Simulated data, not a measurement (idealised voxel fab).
You're looking at the process module voxel transistor to metal.
FYI the section here is cut, 205 nm wide, cells are 5 nm squares.
For the purposes of this document, a cross-section shall be understood as a grid of square cells, specified as bands listed in top-to-bottom order, each band consisting of one or more rows of cells.
The entry gives the band's vertical extent as a top height and a bottom height in nm, then its horizontal make-up as materials from left to right, each with a width in nm. "air" stands for empty space; a single material marked "full width" fills the band edge to edge.
Note: height 0 marks the level under which the wafer is uniformly one material as received. Lowest band unbounded below, written "0..down".
It should be noted that a width expressed as "30 to 40" varies in equal increments from row to row of cells within the band, taking the value of the first number at the top row and that of the second number at the bottom row.
What does "no modifications" mean for a step? It means no cell of the cross-section changed in that step.
"Listed closed voids" enumerates empty spaces isolated from the top, with no open way to it, that contain at least 8 cells, giving each as width x height at distance from the left edge, all three in nm.
If you see something after the settings on a step's line, that's the simulator's own remark about that step.
"overlay nm", when on a step's line for a step with a mask, measures how far to the right of its planned place the mask lay; a negative measure means to the left.

-- Steps in the process plan
| 1 | RECEIVE | material Si |
| 2 | OXIDIZE | depth nm 5 |
| 3 | CONFORMAL_DEP | material SiN | thk nm 15 |
| 4 | PATTERN | tone cover | mask id ACTIVE | material resist | width nm 105 | thk nm 20 | overlay nm 0 |
| 5 | DIRECTIONAL_ETCH | etch materials SiN | depth nm 15 |
| 6 | DIRECTIONAL_ETCH | etch materials SiO2 | depth nm 5 |
| 7 | DIRECTIONAL_ETCH | etch materials Si | depth nm 35 |
| 8 | STRIP | etch materials resist |
| 9 | FILL_DEP | material SiO2 | thk nm 10 |
| 10 | CMP | height nm 15 |
| 11 | SELECTIVE_ETCH | etch materials SiO2 | depth nm 15 |
| 12 | STRIP | etch materials SiN |
| 13 | SELECTIVE_ETCH | etch materials SiO2 | depth nm 5 |
| 14 | OXIDIZE | depth nm 5 |
| 15 | DIRECTIONAL_DEP | material polySi | thk nm 20 |
| 16 | DIRECTIONAL_DEP | material SiCN | thk nm 15 |
| 17 | MASKED_ETCH | tone cover | mask id GATE | width nm 35 | etch materials SiCN | depth nm 25 | overlay nm 0 |
| 18 | MASKED_ETCH | tone cover | mask id GATE | width nm 35 | etch materials polySi | depth nm 30 | overlay nm 0 |
| 19 | CONFORMAL_DEP | material SiN | thk nm 10 |
| 20 | DIRECTIONAL_ETCH | etch materials SiN | depth nm 10 |
| 21 | DIRECTIONAL_ETCH | etch materials SiO2 | depth nm 5 |
| 22 | DIRECTIONAL_ETCH | etch materials Si | depth nm 10 |
| 23 | EPI | material SiGe | thk nm 10 |
| 24 | FILL_DEP | material SiO2 | thk nm 5 |
| 25 | CMP | height nm 15 |
| 26 | STRIP | etch materials polySi |
| 27 | SELECTIVE_ETCH | etch materials SiO2 | depth nm 5 |
| 28 | CONFORMAL_DEP | material HfO2 | thk nm 5 |
| 29 | CONFORMAL_DEP | material TiN | thk nm 5 |
| 30 | FILL_DEP | material W | thk nm 5 |
| 31 | CMP | height nm 10 |
| 32 | DIRECTIONAL_DEP | material SiO2 | thk nm 10 |
| 33 | MASKED_ETCH | tone open | mask id CONTACT | width nm 15 | pitch nm 80 | etch materials SiO2 | depth nm 30 | overlay nm 0 |
| 34 | CONFORMAL_DEP | material TiN | thk nm 5 |
| 35 | FILL_DEP | material W | thk nm 10 |
| 36 | CMP | height nm 20 |
| 37 | CONFORMAL_DEP | material SiCN | thk nm 5 |
| 38 | DIRECTIONAL_DEP | material SiO2 | thk nm 20 |
| 39 | DIRECTIONAL_DEP | material aC | thk nm 15 |
| 40 | PATTERN | tone open | mask id METAL_1 | material resist | width nm 15 | pitch nm 80 | thk nm 30 | overlay nm 0 |
| 41 | DIRECTIONAL_ETCH | etch materials aC | depth nm 15 |
| 42 | STRIP | etch materials resist |
| 43 | DIRECTIONAL_ETCH | etch materials SiO2 | depth nm 20 |
| 44 | DIRECTIONAL_ETCH | etch materials SiCN | depth nm 5 |
| 45 | STRIP | etch materials aC |
| 46 | CONFORMAL_DEP | material TiN | thk nm 5 |
| 47 | FILL_DEP | material W | thk nm 5 |
| 48 | CMP | height nm 45 |
| 49 | EPI | material Ru | thk nm 5 |
| 50 | FILL_DEP | material SiCN | thk nm 5 |
| 51 | DIRECTIONAL_DEP | material SiO2 | thk nm 25 |
| 52 | DIRECTIONAL_DEP | material aC | thk nm 15 |
| 53 | PATTERN | tone open | mask id METAL_2 | material resist | width nm 15 | pitch nm 80 | thk nm 35 | overlay nm 0 |
| 54 | DIRECTIONAL_ETCH | etch materials aC | depth nm 15 |
| 55 | STRIP | etch materials resist |
| 56 | DIRECTIONAL_ETCH | etch materials SiO2 | depth nm 15 |
| 57 | STRIP | etch materials aC |
| 58 | PATTERN | tone open | mask id METAL_2_HOLES | material resist | width nm 15 | pitch nm 80 | thk nm 20 | overlay nm 0 |
| 59 | DIRECTIONAL_ETCH | etch materials SiO2 | depth nm 10 |
| 60 | DIRECTIONAL_ETCH | etch materials SiCN | depth nm 5 |
| 61 | STRIP | etch materials resist |
| 62 | CONFORMAL_DEP | material TiN | thk nm 5 |
| 63 | FILL_DEP | material Ru | thk nm 5 |
| 64 | CMP | height nm 80 |
| 65 | CONFORMAL_DEP | material SiCN | thk nm 5 |

-- The first wafer of two, processed as planned

-- Cross-section: wafer on arrival = after step 1
0..down | Si full width
Listed closed voids: none

-- Step 2 done - wafer cross-section
0..-5 | SiO2 full width
Nothing below the height -5 has changed.

-- Step 3 done - wafer cross-section
15..0 | SiN full width
Nothing below the height 0 has changed.

-- Step 4 done - wafer cross-section
35..15 | air 50 nm  resist 105 nm  air 50 nm
Nothing below the height 15 has changed.

-- Step 5 done - wafer cross-section
35..15 | air 50 nm  resist 105 nm  air 50 nm
15..0 | air 50 nm  SiN 105 nm  air 50 nm
Nothing below the height 0 has changed.

-- Step 6 done - wafer cross-section
35..15 | air 50 nm  resist 105 nm  air 50 nm
15..0 | air 50 nm  SiN 105 nm  air 50 nm
0..-5 | air 50 nm  SiO2 105 nm  air 50 nm
Nothing below the height -5 has changed.

-- Step 7 done - wafer cross-section
35..15 | air 50 nm  resist 105 nm  air 50 nm
15..0 | air 50 nm  SiN 105 nm  air 50 nm
0..-5 | air 50 nm  SiO2 105 nm  air 50 nm
-5..-40 | air 50 nm  Si 105 nm  air 50 nm
Nothing below the height -40 has changed.

-- Step 8 done - wafer cross-section
15..0 | air 50 nm  SiN 105 nm  air 50 nm
Nothing below the height 0 has changed.

-- Step 9 done - wafer cross-section
25..15 | SiO2 full width
15..0 | SiO2 50 nm  SiN 105 nm  SiO2 50 nm
0..-5 | SiO2 full width
-5..-40 | SiO2 50 nm  Si 105 nm  SiO2 50 nm
Nothing below the height -40 has changed.

-- Step 10 done - wafer cross-section
15..0 | SiO2 50 nm  SiN 105 nm  SiO2 50 nm
Nothing below the height 0 has changed.

-- Step 11 done - wafer cross-section
15..0 | air 50 nm  SiN 105 nm  air 50 nm
Nothing below the height 0 has changed.

-- Step 12 done - wafer cross-section
0..-5 | SiO2 full width
Nothing below the height -5 has changed.

-- Step 13 done - wafer cross-section
-5..-40 | SiO2 50 nm  Si 105 nm  SiO2 50 nm
Nothing below the height -40 has changed.

-- Step 14 done - wafer cross-section
-5..-10 | SiO2 full width
Nothing below the height -10 has changed.

-- Step 15 done - wafer cross-section
15..-5 | polySi full width
Nothing below the height -5 has changed.

-- Step 16 done - wafer cross-section
30..15 | SiCN full width
Nothing below the height 15 has changed.

-- Step 17 done - wafer cross-section
30..15 | air 85 nm  SiCN 35 nm  air 85 nm
Nothing below the height 15 has changed.

-- Step 18 done - wafer cross-section
30..15 | air 85 nm  SiCN 35 nm  air 85 nm
15..-5 | air 85 nm  polySi 35 nm  air 85 nm
Nothing below the height -5 has changed.

-- Step 19 done - wafer cross-section
40..30 | air 75 nm  SiN 55 nm  air 75 nm
30..15 | air 75 nm  SiN 10 nm  SiCN 35 nm  SiN 10 nm  air 75 nm
15..5 | air 75 nm  SiN 10 nm  polySi 35 nm  SiN 10 nm  air 75 nm
5..-5 | SiN 85 nm  polySi 35 nm  SiN 85 nm
Nothing below the height -5 has changed.

-- Step 20 done - wafer cross-section
30..15 | air 75 nm  SiN 10 nm  SiCN 35 nm  SiN 10 nm  air 75 nm
15..-5 | air 75 nm  SiN 10 nm  polySi 35 nm  SiN 10 nm  air 75 nm
Nothing below the height -5 has changed.

-- Step 21 done - wafer cross-section
30..15 | air 75 nm  SiN 10 nm  SiCN 35 nm  SiN 10 nm  air 75 nm
15..-5 | air 75 nm  SiN 10 nm  polySi 35 nm  SiN 10 nm  air 75 nm
-5..-10 | air 75 nm  SiO2 55 nm  air 75 nm
Nothing below the height -10 has changed.

-- Step 22 done - wafer cross-section
30..15 | air 75 nm  SiN 10 nm  SiCN 35 nm  SiN 10 nm  air 75 nm
15..-5 | air 75 nm  SiN 10 nm  polySi 35 nm  SiN 10 nm  air 75 nm
-5..-10 | air 75 nm  SiO2 55 nm  air 75 nm
-10..-20 | SiO2 50 nm  air 25 nm  Si 55 nm  air 25 nm  SiO2 50 nm
Nothing below the height -20 has changed.

-- Step 23 done - wafer cross-section
30..15 | air 75 nm  SiN 10 nm  SiCN 35 nm  SiN 10 nm  air 75 nm
15..0 | air 75 nm  SiN 10 nm  polySi 35 nm  SiN 10 nm  air 75 nm
0..-5 | air 65 nm  SiGe 10 nm  SiN 10 nm  polySi 35 nm  SiN 10 nm  SiGe 10 nm  air 65 nm
-5..-10 | air 65 nm  SiGe 10 nm  SiO2 55 nm  SiGe 10 nm  air 65 nm
-10..-20 | SiO2 50 nm  SiGe 25 nm  Si 55 nm  SiGe 25 nm  SiO2 50 nm
Nothing below the height -20 has changed.

-- Step 24 done - wafer cross-section
35..30 | SiO2 full width
30..15 | SiO2 75 nm  SiN 10 nm  SiCN 35 nm  SiN 10 nm  SiO2 75 nm
15..0 | SiO2 75 nm  SiN 10 nm  polySi 35 nm  SiN 10 nm  SiO2 75 nm
0..-5 | SiO2 65 nm  SiGe 10 nm  SiN 10 nm  polySi 35 nm  SiN 10 nm  SiGe 10 nm  SiO2 65 nm
-5..-10 | SiO2 65 nm  SiGe 10 nm  SiO2 55 nm  SiGe 10 nm  SiO2 65 nm
Nothing below the height -10 has changed.

-- Step 25 done - wafer cross-section
15..0 | SiO2 75 nm  SiN 10 nm  polySi 35 nm  SiN 10 nm  SiO2 75 nm
Nothing below the height 0 has changed.

-- Step 26 done - wafer cross-section
15..0 | SiO2 75 nm  SiN 10 nm  air 35 nm  SiN 10 nm  SiO2 75 nm
0..-5 | SiO2 65 nm  SiGe 10 nm  SiN 10 nm  air 35 nm  SiN 10 nm  SiGe 10 nm  SiO2 65 nm
Nothing below the height -5 has changed.

-- Step 27 done - wafer cross-section
15..10 | air 75 nm  SiN 10 nm  air 35 nm  SiN 10 nm  air 75 nm
10..0 | SiO2 75 nm  SiN 10 nm  air 35 nm  SiN 10 nm  SiO2 75 nm
0..-5 | SiO2 65 nm  SiGe 10 nm  SiN 10 nm  air 35 nm  SiN 10 nm  SiGe 10 nm  SiO2 65 nm
-5..-10 | SiO2 65 nm  SiGe 10 nm  SiO2 5 nm  air 45 nm  SiO2 5 nm  SiGe 10 nm  SiO2 65 nm
Nothing below the height -10 has changed.

-- Step 28 done - wafer cross-section
20..15 | air 70 nm  HfO2 20 nm  air 25 nm  HfO2 20 nm  air 70 nm
15..10 | HfO2 75 nm  SiN 10 nm  HfO2 5 nm  air 25 nm  HfO2 5 nm  SiN 10 nm  HfO2 75 nm
10..0 | SiO2 75 nm  SiN 10 nm  HfO2 5 nm  air 25 nm  HfO2 5 nm  SiN 10 nm  SiO2 75 nm
0..-5 | SiO2 65 nm  SiGe 10 nm  SiN 10 nm  HfO2 5 nm  air 25 nm  HfO2 5 nm  SiN 10 nm  SiGe 10 nm  SiO2 65 nm
-5..-10 | SiO2 65 nm  SiGe 10 nm  SiO2 5 nm  HfO2 45 nm  SiO2 5 nm  SiGe 10 nm  SiO2 65 nm
Nothing below the height -10 has changed.

-- Step 29 done - wafer cross-section
25..20 | air 65 nm  TiN 30 nm  air 15 nm  TiN 30 nm  air 65 nm
20..15 | TiN 70 nm  HfO2 20 nm  TiN 5 nm  air 15 nm  TiN 5 nm  HfO2 20 nm  TiN 70 nm
15..10 | HfO2 75 nm  SiN 10 nm  HfO2 5 nm  TiN 5 nm  air 15 nm  TiN 5 nm  HfO2 5 nm  SiN 10 nm  HfO2 75 nm
10..0 | SiO2 75 nm  SiN 10 nm  HfO2 5 nm  TiN 5 nm  air 15 nm  TiN 5 nm  HfO2 5 nm  SiN 10 nm  SiO2 75 nm
0..-5 | SiO2 65 nm  SiGe 10 nm  SiN 10 nm  HfO2 5 nm  TiN 25 nm  HfO2 5 nm  SiN 10 nm  SiGe 10 nm  SiO2 65 nm
Nothing below the height -5 has changed.

-- Step 30 done - wafer cross-section
30..25 | W full width
25..20 | W 65 nm  TiN 30 nm  W 15 nm  TiN 30 nm  W 65 nm
20..15 | TiN 70 nm  HfO2 20 nm  TiN 5 nm  W 15 nm  TiN 5 nm  HfO2 20 nm  TiN 70 nm
15..10 | HfO2 75 nm  SiN 10 nm  HfO2 5 nm  TiN 5 nm  W 15 nm  TiN 5 nm  HfO2 5 nm  SiN 10 nm  HfO2 75 nm
10..0 | SiO2 75 nm  SiN 10 nm  HfO2 5 nm  TiN 5 nm  W 15 nm  TiN 5 nm  HfO2 5 nm  SiN 10 nm  SiO2 75 nm
Nothing below the height 0 has changed.

-- Step 31 done - wafer cross-section
10..0 | SiO2 75 nm  SiN 10 nm  HfO2 5 nm  TiN 5 nm  W 15 nm  TiN 5 nm  HfO2 5 nm  SiN 10 nm  SiO2 75 nm
Nothing below the height 0 has changed.

-- Step 32 done - wafer cross-section
20..10 | SiO2 full width
Nothing below the height 10 has changed.

-- Step 33 done - wafer cross-section
20..10 | SiO2 55 nm  air 15 nm  SiO2 65 nm  air 15 nm  SiO2 55 nm
10..0 | SiO2 55 nm  air 15 nm  SiO2 5 nm  SiN 10 nm  HfO2 5 nm  TiN 5 nm  W 15 nm  TiN 5 nm  HfO2 5 nm  SiN 10 nm  SiO2 5 nm  air 15 nm  SiO2 55 nm
0..-5 | SiO2 55 nm  air 10 nm  SiGe 10 nm  SiN 10 nm  HfO2 5 nm  TiN 25 nm  HfO2 5 nm  SiN 10 nm  SiGe 10 nm  air 10 nm  SiO2 55 nm
-5..-10 | SiO2 55 nm  air 10 nm  SiGe 10 nm  SiO2 5 nm  HfO2 45 nm  SiO2 5 nm  SiGe 10 nm  air 10 nm  SiO2 55 nm
Nothing below the height -10 has changed.

-- Step 34 done - wafer cross-section
25..20 | TiN 60 nm  air 5 nm  TiN 75 nm  air 5 nm  TiN 60 nm
20..10 | SiO2 55 nm  TiN 5 nm  air 5 nm  TiN 5 nm  SiO2 65 nm  TiN 5 nm  air 5 nm  TiN 5 nm  SiO2 55 nm
10..5 | SiO2 55 nm  TiN 5 nm  air 5 nm  TiN 5 nm  SiO2 5 nm  SiN 10 nm  HfO2 5 nm  TiN 5 nm  W 15 nm  TiN 5 nm  HfO2 5 nm  SiN 10 nm  SiO2 5 nm  TiN 5 nm  air 5 nm  TiN 5 nm  SiO2 55 nm
5..0 | SiO2 55 nm  TiN 15 nm  SiO2 5 nm  SiN 10 nm  HfO2 5 nm  TiN 5 nm  W 15 nm  TiN 5 nm  HfO2 5 nm  SiN 10 nm  SiO2 5 nm  TiN 15 nm  SiO2 55 nm
0..-5 | SiO2 55 nm  TiN 10 nm  SiGe 10 nm  SiN 10 nm  HfO2 5 nm  TiN 25 nm  HfO2 5 nm  SiN 10 nm  SiGe 10 nm  TiN 10 nm  SiO2 55 nm
-5..-10 | SiO2 55 nm  TiN 10 nm  SiGe 10 nm  SiO2 5 nm  HfO2 45 nm  SiO2 5 nm  SiGe 10 nm  TiN 10 nm  SiO2 55 nm
Nothing below the height -10 has changed.

-- Step 35 done - wafer cross-section
35..25 | W full width
25..20 | TiN 60 nm  W 5 nm  TiN 75 nm  W 5 nm  TiN 60 nm
20..10 | SiO2 55 nm  TiN 5 nm  W 5 nm  TiN 5 nm  SiO2 65 nm  TiN 5 nm  W 5 nm  TiN 5 nm  SiO2 55 nm
10..5 | SiO2 55 nm  TiN 5 nm  W 5 nm  TiN 5 nm  SiO2 5 nm  SiN 10 nm  HfO2 5 nm  TiN 5 nm  W 15 nm  TiN 5 nm  HfO2 5 nm  SiN 10 nm  SiO2 5 nm  TiN 5 nm  W 5 nm  TiN 5 nm  SiO2 55 nm
Nothing below the height 5 has changed.

-- Step 36 done - wafer cross-section
20..10 | SiO2 55 nm  TiN 5 nm  W 5 nm  TiN 5 nm  SiO2 65 nm  TiN 5 nm  W 5 nm  TiN 5 nm  SiO2 55 nm
Nothing below the height 10 has changed.

-- Step 37 done - wafer cross-section
25..20 | SiCN full width
Nothing below the height 20 has changed.

-- Step 38 done - wafer cross-section
45..25 | SiO2 full width
Nothing below the height 25 has changed.

-- Step 39 done - wafer cross-section
60..45 | aC full width
Nothing below the height 45 has changed.

-- Step 40 done - wafer cross-section
90..60 | resist 55 nm  air 15 nm  resist 65 nm  air 15 nm  resist 55 nm
Nothing below the height 60 has changed.

-- Step 41 done - wafer cross-section
75..60 | resist 55 nm  air 15 nm  resist 65 nm  air 15 nm  resist 55 nm
60..45 | aC 55 nm  air 15 nm  aC 65 nm  air 15 nm  aC 55 nm
Nothing below the height 45 has changed.

-- Step 42 done - wafer cross-section
60..45 | aC 55 nm  air 15 nm  aC 65 nm  air 15 nm  aC 55 nm
Nothing below the height 45 has changed.

-- Step 43 done - wafer cross-section
60..45 | aC 55 nm  air 15 nm  aC 65 nm  air 15 nm  aC 55 nm
45..25 | SiO2 55 nm  air 15 nm  SiO2 65 nm  air 15 nm  SiO2 55 nm
Nothing below the height 25 has changed.

-- Step 44 done - wafer cross-section
60..45 | aC 55 nm  air 15 nm  aC 65 nm  air 15 nm  aC 55 nm
45..25 | SiO2 55 nm  air 15 nm  SiO2 65 nm  air 15 nm  SiO2 55 nm
25..20 | SiCN 55 nm  air 15 nm  SiCN 65 nm  air 15 nm  SiCN 55 nm
Nothing below the height 20 has changed.

-- Step 45 done - wafer cross-section
45..25 | SiO2 55 nm  air 15 nm  SiO2 65 nm  air 15 nm  SiO2 55 nm
Nothing below the height 25 has changed.

-- Step 46 done - wafer cross-section
50..45 | TiN 60 nm  air 5 nm  TiN 75 nm  air 5 nm  TiN 60 nm
45..25 | SiO2 55 nm  TiN 5 nm  air 5 nm  TiN 5 nm  SiO2 65 nm  TiN 5 nm  air 5 nm  TiN 5 nm  SiO2 55 nm
25..20 | SiCN 55 nm  TiN 15 nm  SiCN 65 nm  TiN 15 nm  SiCN 55 nm
Nothing below the height 20 has changed.

-- Step 47 done - wafer cross-section
55..50 | W full width
50..45 | TiN 60 nm  W 5 nm  TiN 75 nm  W 5 nm  TiN 60 nm
45..25 | SiO2 55 nm  TiN 5 nm  W 5 nm  TiN 5 nm  SiO2 65 nm  TiN 5 nm  W 5 nm  TiN 5 nm  SiO2 55 nm
Nothing below the height 25 has changed.

-- Step 48 done - wafer cross-section
45..25 | SiO2 55 nm  TiN 5 nm  W 5 nm  TiN 5 nm  SiO2 65 nm  TiN 5 nm  W 5 nm  TiN 5 nm  SiO2 55 nm
Nothing below the height 25 has changed.

-- Step 49 done - wafer cross-section
50..45 | air 50 nm  Ru 25 nm  air 55 nm  Ru 25 nm  air 50 nm
Nothing below the height 45 has changed.

-- Step 50 done - wafer cross-section
55..50 | SiCN full width
50..45 | SiCN 50 nm  Ru 25 nm  SiCN 55 nm  Ru 25 nm  SiCN 50 nm
Nothing below the height 45 has changed.

-- Step 51 done - wafer cross-section
80..55 | SiO2 full width
Nothing below the height 55 has changed.

-- Step 52 done - wafer cross-section
95..80 | aC full width
Nothing below the height 80 has changed.

-- Step 53 done - wafer cross-section
130..95 | resist 55 nm  air 15 nm  resist 65 nm  air 15 nm  resist 55 nm
Nothing below the height 95 has changed.

-- Step 54 done - wafer cross-section
115..95 | resist 55 nm  air 15 nm  resist 65 nm  air 15 nm  resist 55 nm
95..80 | aC 55 nm  air 15 nm  aC 65 nm  air 15 nm  aC 55 nm
Nothing below the height 80 has changed.

-- Step 55 done - wafer cross-section
95..80 | aC 55 nm  air 15 nm  aC 65 nm  air 15 nm  aC 55 nm
Nothing below the height 80 has changed.

-- Step 56 done - wafer cross-section
95..80 | aC 55 nm  air 15 nm  aC 65 nm  air 15 nm  aC 55 nm
80..65 | SiO2 55 nm  air 15 nm  SiO2 65 nm  air 15 nm  SiO2 55 nm
Nothing below the height 65 has changed.

-- Step 57 done - wafer cross-section
80..65 | SiO2 55 nm  air 15 nm  SiO2 65 nm  air 15 nm  SiO2 55 nm
Nothing below the height 65 has changed.

-- Step 58 done - wafer cross-section
100..80 | resist 55 nm  air 15 nm  resist 65 nm  air 15 nm  resist 55 nm
Nothing below the height 80 has changed.

-- Step 59 done - wafer cross-section
100..80 | resist 55 nm  air 15 nm  resist 65 nm  air 15 nm  resist 55 nm
80..55 | SiO2 55 nm  air 15 nm  SiO2 65 nm  air 15 nm  SiO2 55 nm
Nothing below the height 55 has changed.

-- Step 60 done - wafer cross-section
100..80 | resist 55 nm  air 15 nm  resist 65 nm  air 15 nm  resist 55 nm
80..55 | SiO2 55 nm  air 15 nm  SiO2 65 nm  air 15 nm  SiO2 55 nm
55..50 | SiCN 55 nm  air 15 nm  SiCN 65 nm  air 15 nm  SiCN 55 nm
Nothing below the height 50 has changed.

-- Step 61 done - wafer cross-section
80..55 | SiO2 55 nm  air 15 nm  SiO2 65 nm  air 15 nm  SiO2 55 nm
Nothing below the height 55 has changed.

-- Step 62 done - wafer cross-section
85..80 | TiN 60 nm  air 5 nm  TiN 75 nm  air 5 nm  TiN 60 nm
80..55 | SiO2 55 nm  TiN 5 nm  air 5 nm  TiN 5 nm  SiO2 65 nm  TiN 5 nm  air 5 nm  TiN 5 nm  SiO2 55 nm
55..50 | SiCN 55 nm  TiN 15 nm  SiCN 65 nm  TiN 15 nm  SiCN 55 nm
Nothing below the height 50 has changed.

-- Step 63 done - wafer cross-section
90..85 | Ru full width
85..80 | TiN 60 nm  Ru 5 nm  TiN 75 nm  Ru 5 nm  TiN 60 nm
80..55 | SiO2 55 nm  TiN 5 nm  Ru 5 nm  TiN 5 nm  SiO2 65 nm  TiN 5 nm  Ru 5 nm  TiN 5 nm  SiO2 55 nm
Nothing below the height 55 has changed.

-- Step 64 done - wafer cross-section
80..55 | SiO2 55 nm  TiN 5 nm  Ru 5 nm  TiN 5 nm  SiO2 65 nm  TiN 5 nm  Ru 5 nm  TiN 5 nm  SiO2 55 nm
Nothing below the height 55 has changed.

-- Step 65 done - wafer cross-section
85..80 | SiCN full width
Nothing below the height 80 has changed.

-- Second wafer: same start and same plan as the first, one execution error; identical to the first through step 31

-- Second wafer, sectioned view, at step 32's planned end time
20..10 | SiCN full width
Nothing below the height 10 has changed.

Second wafer, sectioned view, at step 33's planned end time: no modifications

-- Second wafer, sectioned view, at step 34's planned end time
25..20 | TiN full width
Nothing below the height 20 has changed.

-- Second wafer, sectioned view, at step 35's planned end time
35..25 | W full width
Nothing below the height 25 has changed.

-- Second wafer, sectioned view, at step 36's planned end time
20..10 | SiCN full width
Nothing below the height 10 has changed.

-- Second wafer, sectioned view, at step 37's planned end time
25..10 | SiCN full width
Nothing below the height 10 has changed.

-- Second wafer, sectioned view, at step 38's planned end time
45..25 | SiO2 full width
Nothing below the height 25 has changed.

-- Second wafer, sectioned view, at step 39's planned end time
60..45 | aC full width
Nothing below the height 45 has changed.

-- Second wafer, sectioned view, at step 40's planned end time
90..60 | resist 55 nm  air 15 nm  resist 65 nm  air 15 nm  resist 55 nm
Nothing below the height 60 has changed.

-- Second wafer, sectioned view, at step 41's planned end time
75..60 | resist 55 nm  air 15 nm  resist 65 nm  air 15 nm  resist 55 nm
60..45 | aC 55 nm  air 15 nm  aC 65 nm  air 15 nm  aC 55 nm
Nothing below the height 45 has changed.

-- Second wafer, sectioned view, at step 42's planned end time
60..45 | aC 55 nm  air 15 nm  aC 65 nm  air 15 nm  aC 55 nm
Nothing below the height 45 has changed.

-- Second wafer, sectioned view, at step 43's planned end time
60..45 | aC 55 nm  air 15 nm  aC 65 nm  air 15 nm  aC 55 nm
45..25 | SiO2 55 nm  air 15 nm  SiO2 65 nm  air 15 nm  SiO2 55 nm
Nothing below the height 25 has changed.

-- Second wafer, sectioned view, at step 44's planned end time
60..45 | aC 55 nm  air 15 nm  aC 65 nm  air 15 nm  aC 55 nm
45..25 | SiO2 55 nm  air 15 nm  SiO2 65 nm  air 15 nm  SiO2 55 nm
25..20 | SiCN 55 nm  air 15 nm  SiCN 65 nm  air 15 nm  SiCN 55 nm
Nothing below the height 20 has changed.

-- Second wafer, sectioned view, at step 45's planned end time
45..25 | SiO2 55 nm  air 15 nm  SiO2 65 nm  air 15 nm  SiO2 55 nm
Nothing below the height 25 has changed.

-- Second wafer, sectioned view, at step 46's planned end time
50..45 | TiN 60 nm  air 5 nm  TiN 75 nm  air 5 nm  TiN 60 nm
45..25 | SiO2 55 nm  TiN 5 nm  air 5 nm  TiN 5 nm  SiO2 65 nm  TiN 5 nm  air 5 nm  TiN 5 nm  SiO2 55 nm
25..20 | SiCN 55 nm  TiN 15 nm  SiCN 65 nm  TiN 15 nm  SiCN 55 nm
Nothing below the height 20 has changed.

-- Second wafer, sectioned view, at step 47's planned end time
55..50 | W full width
50..45 | TiN 60 nm  W 5 nm  TiN 75 nm  W 5 nm  TiN 60 nm
45..25 | SiO2 55 nm  TiN 5 nm  W 5 nm  TiN 5 nm  SiO2 65 nm  TiN 5 nm  W 5 nm  TiN 5 nm  SiO2 55 nm
Nothing below the height 25 has changed.

-- Second wafer, sectioned view, at step 48's planned end time
45..25 | SiO2 55 nm  TiN 5 nm  W 5 nm  TiN 5 nm  SiO2 65 nm  TiN 5 nm  W 5 nm  TiN 5 nm  SiO2 55 nm
Nothing below the height 25 has changed.

-- Second wafer, sectioned view, at step 49's planned end time
50..45 | air 50 nm  Ru 25 nm  air 55 nm  Ru 25 nm  air 50 nm
Nothing below the height 45 has changed.

-- Second wafer, sectioned view, at step 50's planned end time
55..50 | SiCN full width
50..45 | SiCN 50 nm  Ru 25 nm  SiCN 55 nm  Ru 25 nm  SiCN 50 nm
Nothing below the height 45 has changed.

-- Second wafer, sectioned view, at step 51's planned end time
80..55 | SiO2 full width
Nothing below the height 55 has changed.

-- Second wafer, sectioned view, at step 52's planned end time
95..80 | aC full width
Nothing below the height 80 has changed.

-- Second wafer, sectioned view, at step 53's planned end time
130..95 | resist 55 nm  air 15 nm  resist 65 nm  air 15 nm  resist 55 nm
Nothing below the height 95 has changed.

-- Second wafer, sectioned view, at step 54's planned end time
115..95 | resist 55 nm  air 15 nm  resist 65 nm  air 15 nm  resist 55 nm
95..80 | aC 55 nm  air 15 nm  aC 65 nm  air 15 nm  aC 55 nm
Nothing below the height 80 has changed.

-- Second wafer, sectioned view, at step 55's planned end time
95..80 | aC 55 nm  air 15 nm  aC 65 nm  air 15 nm  aC 55 nm
Nothing below the height 80 has changed.

-- Second wafer, sectioned view, at step 56's planned end time
95..80 | aC 55 nm  air 15 nm  aC 65 nm  air 15 nm  aC 55 nm
80..65 | SiO2 55 nm  air 15 nm  SiO2 65 nm  air 15 nm  SiO2 55 nm
Nothing below the height 65 has changed.

-- Second wafer, sectioned view, at step 57's planned end time
80..65 | SiO2 55 nm  air 15 nm  SiO2 65 nm  air 15 nm  SiO2 55 nm
Nothing below the height 65 has changed.

-- Second wafer, sectioned view, at step 58's planned end time
100..80 | resist 55 nm  air 15 nm  resist 65 nm  air 15 nm  resist 55 nm
Nothing below the height 80 has changed.

-- Second wafer, sectioned view, at step 59's planned end time
100..80 | resist 55 nm  air 15 nm  resist 65 nm  air 15 nm  resist 55 nm
80..55 | SiO2 55 nm  air 15 nm  SiO2 65 nm  air 15 nm  SiO2 55 nm
Nothing below the height 55 has changed.

-- Second wafer, sectioned view, at step 60's planned end time
100..80 | resist 55 nm  air 15 nm  resist 65 nm  air 15 nm  resist 55 nm
80..55 | SiO2 55 nm  air 15 nm  SiO2 65 nm  air 15 nm  SiO2 55 nm
55..50 | SiCN 55 nm  air 15 nm  SiCN 65 nm  air 15 nm  SiCN 55 nm
Nothing below the height 50 has changed.

-- Second wafer, sectioned view, at step 61's planned end time
80..55 | SiO2 55 nm  air 15 nm  SiO2 65 nm  air 15 nm  SiO2 55 nm
Nothing below the height 55 has changed.

-- Second wafer, sectioned view, at step 62's planned end time
85..80 | TiN 60 nm  air 5 nm  TiN 75 nm  air 5 nm  TiN 60 nm
80..55 | SiO2 55 nm  TiN 5 nm  air 5 nm  TiN 5 nm  SiO2 65 nm  TiN 5 nm  air 5 nm  TiN 5 nm  SiO2 55 nm
55..50 | SiCN 55 nm  TiN 15 nm  SiCN 65 nm  TiN 15 nm  SiCN 55 nm
Nothing below the height 50 has changed.

-- Second wafer, sectioned view, at step 63's planned end time
90..85 | Ru full width
85..80 | TiN 60 nm  Ru 5 nm  TiN 75 nm  Ru 5 nm  TiN 60 nm
80..55 | SiO2 55 nm  TiN 5 nm  Ru 5 nm  TiN 5 nm  SiO2 65 nm  TiN 5 nm  Ru 5 nm  TiN 5 nm  SiO2 55 nm
Nothing below the height 55 has changed.

-- Second wafer, sectioned view, at step 64's planned end time
80..55 | SiO2 55 nm  TiN 5 nm  Ru 5 nm  TiN 5 nm  SiO2 65 nm  TiN 5 nm  Ru 5 nm  TiN 5 nm  SiO2 55 nm
Nothing below the height 55 has changed.

-- Second wafer, sectioned view, at step 65's planned end time
85..80 | SiCN full width
Nothing below the height 80 has changed.
In executing the process, a mistake was made relative to the plan: in deviation from the planned setting, step 32 was conducted as DIRECTIONAL_DEP | material SiCN | thk nm 10
The second wafer ends with more or fewer cells of some materials than the first, per final count: 82 more of SiCN, 50 fewer of SiO2, 26 fewer of TiN, 6 fewer of W
